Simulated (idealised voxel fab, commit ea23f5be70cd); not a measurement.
process module | voxel self aligned vias
cross-section cut | 275 nm wide | cells 5 nm
A cross-section is a grid of square cells, given in bands from the top down. A band is one or more rows of cells.
Each band's line starts with the height of the band's top and of its bottom, in nm. Then come its materials from left to right, each with its width in nm. One material with "throughout" fills the band from edge to edge. "air" is empty space.
Height 0 is the level under which the wafer as received is all one material. The lowest band goes on downwards, as in "0 down".
A width such as "30 to 40" changes by the same amount from each row of cells to the next, from the band's top row to its bottom row.
"no change" after a step means that no cell of the cross-section changed.
closed voids: empty space of 8 cells or more with no open way to the top, each as width x height at its distance from the left edge, in nm
after a step's settings: what the simulator itself notes on the step
overlay nm, on a step with a mask: how far to the right of its planned place the mask lay; to the left if negative
plan
1 op RECEIVE | material Si
2 op CONFORMAL_DEP | material SiO2 | thk nm 15
3 op CONFORMAL_DEP | material SiCN | thk nm 5
4 op DIRECTIONAL_DEP | material SiO2 | thk nm 25
5 op PATTERN | tone open | mask id LINES | material resist | width nm 25 | pitch nm 75 | thk nm 15 | overlay nm -15
6 op DIRECTIONAL_ETCH | etch materials SiO2 | depth nm 25
7 op STRIP | etch materials resist
8 op CONFORMAL_DEP | material TiN | thk nm 5
9 op FILL_DEP | material Ru | thk nm 10
10 op CMP | height nm 45
11 op SELECTIVE_ETCH | etch materials W Ru TiN | depth nm 10
12 op FILL_DEP | material SiN | thk nm 5
13 op CMP | height nm 45
14 op DIRECTIONAL_DEP | material SiO2 | thk nm 15
15 op PATTERN | tone open | mask id VIAS | material resist | width nm 45 | pitch nm 150 | thk nm 20 | overlay nm 0
16 op DIRECTIONAL_ETCH | etch materials SiO2 | depth nm 15
17 op DIRECTIONAL_ETCH | etch materials SiN | depth nm 10
18 op STRIP | etch materials resist
19 op CONFORMAL_DEP | material TiN | thk nm 5
20 op FILL_DEP | material W | thk nm 5
21 op CMP | height nm 60
22 op CONFORMAL_DEP | material SiN | thk nm 5
varied across the wafers: overlay nm of step 5. The plan shows the first wafer's value. All wafers start alike
first wafer as received, after step 1
  0 down: Si throughout
  closed voids: none
first wafer at the end, after step 22
  65 to 60: SiN throughout
  60 to 50: SiO2 40 | TiN 5 | W 35 | TiN 5 | SiO2 105 | TiN 5 | W 35 | TiN 5 | SiO2 40
  50 to 45: SiO2 40 | TiN 5 | W 10 | TiN 30 | SiO2 105 | TiN 5 | W 10 | TiN 30 | SiO2 40
  45 to 40: SiO2 35 | SiN 5 | TiN 5 | W 10 | TiN 5 | SiO2 50 | SiN 25 | SiO2 50 | SiN 5 | TiN 5 | W 10 | TiN 5 | SiO2 65
  40 to 35: SiO2 35 | SiN 5 | TiN 20 | SiO2 50 | SiN 25 | SiO2 50 | SiN 5 | TiN 20 | SiO2 65
  35 to 25: SiO2 35 | TiN 5 | Ru 15 | TiN 5 | SiO2 50 | TiN 5 | Ru 15 | TiN 5 | SiO2 50 | TiN 5 | Ru 15 | TiN 5 | SiO2 65
  25 to 20: SiO2 35 | TiN 25 | SiO2 50 | TiN 25 | SiO2 50 | TiN 25 | SiO2 65
  20 to 15: SiCN throughout
  15 to 0: SiO2 throughout
  0 down: Si throughout
  closed voids: none
last wafer at the end
  65 to 60: SiN throughout
  60 to 50: SiO2 40 | TiN 5 | W 35 | TiN 5 | SiO2 105 | TiN 5 | W 35 | TiN 5 | SiO2 40
  50 to 45: SiO2 40 | TiN 30 | W 10 | TiN 5 | SiO2 105 | TiN 30 | W 10 | TiN 5 | SiO2 40
  45 to 40: SiO2 65 | TiN 5 | W 10 | TiN 5 | SiN 5 | SiO2 50 | SiN 25 | SiO2 50 | TiN 5 | W 10 | TiN 5 | SiN 5 | SiO2 35
  40 to 35: SiO2 65 | TiN 20 | SiN 5 | SiO2 50 | SiN 25 | SiO2 50 | TiN 20 | SiN 5 | SiO2 35
  35 to 25: SiO2 65 | TiN 5 | Ru 15 | TiN 5 | SiO2 50 | TiN 5 | Ru 15 | TiN 5 | SiO2 50 | TiN 5 | Ru 15 | TiN 5 | SiO2 35
  25 to 20: SiO2 65 | TiN 25 | SiO2 50 | TiN 25 | SiO2 50 | TiN 25 | SiO2 35
  20 to 15: SiCN throughout
  15 to 0: SiO2 throughout
  0 down: Si throughout
  closed voids: none
each wafer at the end: cells of each material gained (+) or lost (-) since it was received, then its closed voids
overlay nm -15 | +18 Ru | +55 SiCN | +69 SiN | +476 SiO2 | +61 TiN | +36 W | closed voids: none
overlay nm -10 | +18 Ru | +55 SiCN | +65 SiN | +476 SiO2 | +61 TiN | +40 W | closed voids: none
overlay nm -5 | +18 Ru | +55 SiCN | +65 SiN | +476 SiO2 | +61 TiN | +40 W | closed voids: none
overlay nm 0 | +18 Ru | +55 SiCN | +65 SiN | +476 SiO2 | +61 TiN | +40 W | closed voids: none
overlay nm 5 | +18 Ru | +55 SiCN | +65 SiN | +476 SiO2 | +61 TiN | +40 W | closed voids: none
overlay nm 10 | +18 Ru | +55 SiCN | +65 SiN | +476 SiO2 | +61 TiN | +40 W | closed voids: none
overlay nm 15 | +18 Ru | +55 SiCN | +69 SiN | +476 SiO2 | +61 TiN | +36 W | closed voids: none
